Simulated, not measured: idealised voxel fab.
Process module name: voxel tone inversion
Cross-section cut: width 280 nm, square cells of 5 nm.
Square cells in a grid make up a cross-section in this document, and the grid is given as bands, listed from the top down, each one or more rows of cells. Basically the band line says how high the top is and how high the bottom is, in nm, and then what's in it from left to right, every material with its width in nm. Empty space shows up as "air", and if a single material carries "all across" it runs the full band edge to edge. Below 0: as-received wafer, all one material; heights counted from there. Lowest band: no bottom, goes on down, written "0 and below". Think of "30 to 40" as a width that walks from the first number to the second as you go down the band, top row to bottom row, taking equal-sized steps from row to row. Step marked "nothing was modified"? Then no cell in the cross-section changed in it. The list in "Closed void catalog" covers empty spaces of 8 cells or more that cannot reach the top through any open way, and it gives each as width x height at distance; the distance is from the left edge, and width, height and distance are in nm. Heads up: the bit after the settings on a step's line is the simulator's remark on that step. When a step includes a mask, the "overlay nm" setting on its line states how far to the right of its planned place that mask lay, and negative values state how far to the left.

**List of planned process steps**
- 1: RECEIVE [material Si]
- 2: CONFORMAL_DEP [material SiN] [thk nm 10]
- 3: DIRECTIONAL_DEP [material aC] [thk nm 20]
- 4: PATTERN [tone cover] [mask id POSTS] [material resist] [width nm 20] [pitch nm 40] [thk nm 30] [overlay nm 0]
- 5: DIRECTIONAL_ETCH [etch materials aC] [depth nm 20]
- 6: STRIP [etch materials resist]
- 7: FILL_DEP [material lowk] [thk nm 5]
- 8: CMP [height nm 30]
- 9: STRIP [etch materials aC]
- 10: CONFORMAL_DEP [material TiN] [thk nm 5]
- 11: FILL_DEP [material Ru] [thk nm 5]
- 12: CMP [height nm 30]
- 13: CONFORMAL_DEP [material SiCN] [thk nm 5]

**First of two wafers - as planned**

**So this is the incoming wafer in cross-section - it's already been through step 1**
	0 and below: Si all across
	Closed void catalog: none

**Once step 2 is through, the wafer looks like this in cross-section**
	10 down to 0: SiN all across
	At heights below 0, the structure remains unaltered.

**Once step 3 is through, the wafer looks like this in cross-section**
	30 down to 10: aC all across
	At heights below 10, the structure remains unaltered.

**Once step 4 is through, the wafer looks like this in cross-section**
	60 down to 30: air 90 nm, resist 20 nm, air 20 nm, resist 20 nm, air 20 nm, resist 20 nm, air 90 nm
	At heights below 30, the structure remains unaltered.

**Once step 5 is through, the wafer looks like this in cross-section**
	40 down to 30: air 90 nm, resist 20 nm, air 20 nm, resist 20 nm, air 20 nm, resist 20 nm, air 90 nm
	30 down to 10: air 90 nm, aC 20 nm, air 20 nm, aC 20 nm, air 20 nm, aC 20 nm, air 90 nm
	At heights below 10, the structure remains unaltered.

**Once step 6 is through, the wafer looks like this in cross-section**
	30 down to 10: air 90 nm, aC 20 nm, air 20 nm, aC 20 nm, air 20 nm, aC 20 nm, air 90 nm
	At heights below 10, the structure remains unaltered.

**Once step 7 is through, the wafer looks like this in cross-section**
	35 down to 30: lowk all across
	30 down to 10: lowk 90 nm, aC 20 nm, lowk 20 nm, aC 20 nm, lowk 20 nm, aC 20 nm, lowk 90 nm
	At heights below 10, the structure remains unaltered.

**Once step 8 is through, the wafer looks like this in cross-section**
	30 down to 10: lowk 90 nm, aC 20 nm, lowk 20 nm, aC 20 nm, lowk 20 nm, aC 20 nm, lowk 90 nm
	At heights below 10, the structure remains unaltered.

**Once step 9 is through, the wafer looks like this in cross-section**
	30 down to 10: lowk 90 nm, air 20 nm, lowk 20 nm, air 20 nm, lowk 20 nm, air 20 nm, lowk 90 nm
	At heights below 10, the structure remains unaltered.

**Once step 10 is through, the wafer looks like this in cross-section**
	35 down to 30: TiN 95 nm, air 10 nm, TiN 30 nm, air 10 nm, TiN 30 nm, air 10 nm, TiN 95 nm
	30 down to 15: lowk 90 nm, TiN 5 nm, air 10 nm, TiN 5 nm, lowk 20 nm, TiN 5 nm, air 10 nm, TiN 5 nm, lowk 20 nm, TiN 5 nm, air 10 nm, TiN 5 nm, lowk 90 nm
	15 down to 10: lowk 90 nm, TiN 20 nm, lowk 20 nm, TiN 20 nm, lowk 20 nm, TiN 20 nm, lowk 90 nm
	At heights below 10, the structure remains unaltered.

**Once step 11 is through, the wafer looks like this in cross-section**
	40 down to 35: Ru all across
	35 down to 30: TiN 95 nm, Ru 10 nm, TiN 30 nm, Ru 10 nm, TiN 30 nm, Ru 10 nm, TiN 95 nm
	30 down to 15: lowk 90 nm, TiN 5 nm, Ru 10 nm, TiN 5 nm, lowk 20 nm, TiN 5 nm, Ru 10 nm, TiN 5 nm, lowk 20 nm, TiN 5 nm, Ru 10 nm, TiN 5 nm, lowk 90 nm
	At heights below 15, the structure remains unaltered.

**Once step 12 is through, the wafer looks like this in cross-section**
	30 down to 15: lowk 90 nm, TiN 5 nm, Ru 10 nm, TiN 5 nm, lowk 20 nm, TiN 5 nm, Ru 10 nm, TiN 5 nm, lowk 20 nm, TiN 5 nm, Ru 10 nm, TiN 5 nm, lowk 90 nm
	At heights below 15, the structure remains unaltered.

**Once step 13 is through, the wafer looks like this in cross-section**
	35 down to 30: SiCN all across
	At heights below 30, the structure remains unaltered.

**Okay, second wafer. Nothing different at the start, nothing different in the plan, just one mistake somewhere in the running. As far as step 1, counting that step, it's the first wafer all over again**

**Second wafer shown in cross-section at the time step 2 was slated to end**
	20 down to 0: aC all across
	At heights below 0, the structure remains unaltered.

**Second wafer shown in cross-section at the time step 3 was slated to end**
	30 down to 20: SiN all across
	At heights below 20, the structure remains unaltered.

**Second wafer shown in cross-section at the time step 4 was slated to end**
	60 down to 30: air 90 nm, resist 20 nm, air 20 nm, resist 20 nm, air 20 nm, resist 20 nm, air 90 nm
	At heights below 30, the structure remains unaltered.

**Second wafer shown in cross-section at the time step 5 was slated to end**
	40 down to 30: air 90 nm, resist 20 nm, air 20 nm, resist 20 nm, air 20 nm, resist 20 nm, air 90 nm
	At heights below 30, the structure remains unaltered.

**Second wafer shown in cross-section at the time step 6 was slated to end**
	30 down to 20: SiN all across
	At heights below 20, the structure remains unaltered.

**Second wafer shown in cross-section at the time step 7 was slated to end**
	35 down to 30: lowk all across
	At heights below 30, the structure remains unaltered.

**Second wafer shown in cross-section at the time step 8 was slated to end**
	30 down to 20: SiN all across
	At heights below 20, the structure remains unaltered.

Second wafer shown in cross-section at the time step 9 was slated to end: nothing was modified

**Second wafer shown in cross-section at the time step 10 was slated to end**
	35 down to 30: TiN all across
	At heights below 30, the structure remains unaltered.

**Second wafer shown in cross-section at the time step 11 was slated to end**
	40 down to 35: Ru all across
	At heights below 35, the structure remains unaltered.

**Second wafer shown in cross-section at the time step 12 was slated to end**
	30 down to 20: SiN all across
	At heights below 20, the structure remains unaltered.

**Second wafer shown in cross-section at the time step 13 was slated to end**
	35 down to 30: SiCN all across
	At heights below 30, the structure remains unaltered.
Deviation noted in wafer processing: steps 2 and 3 of the plan were run in the wrong order, each in the other's place
Final difference in cells, second wafer against first, listed per material as more or fewer: Ru: 18 fewer; TiN: 30 fewer; aC: 224 more; lowk: 176 fewer
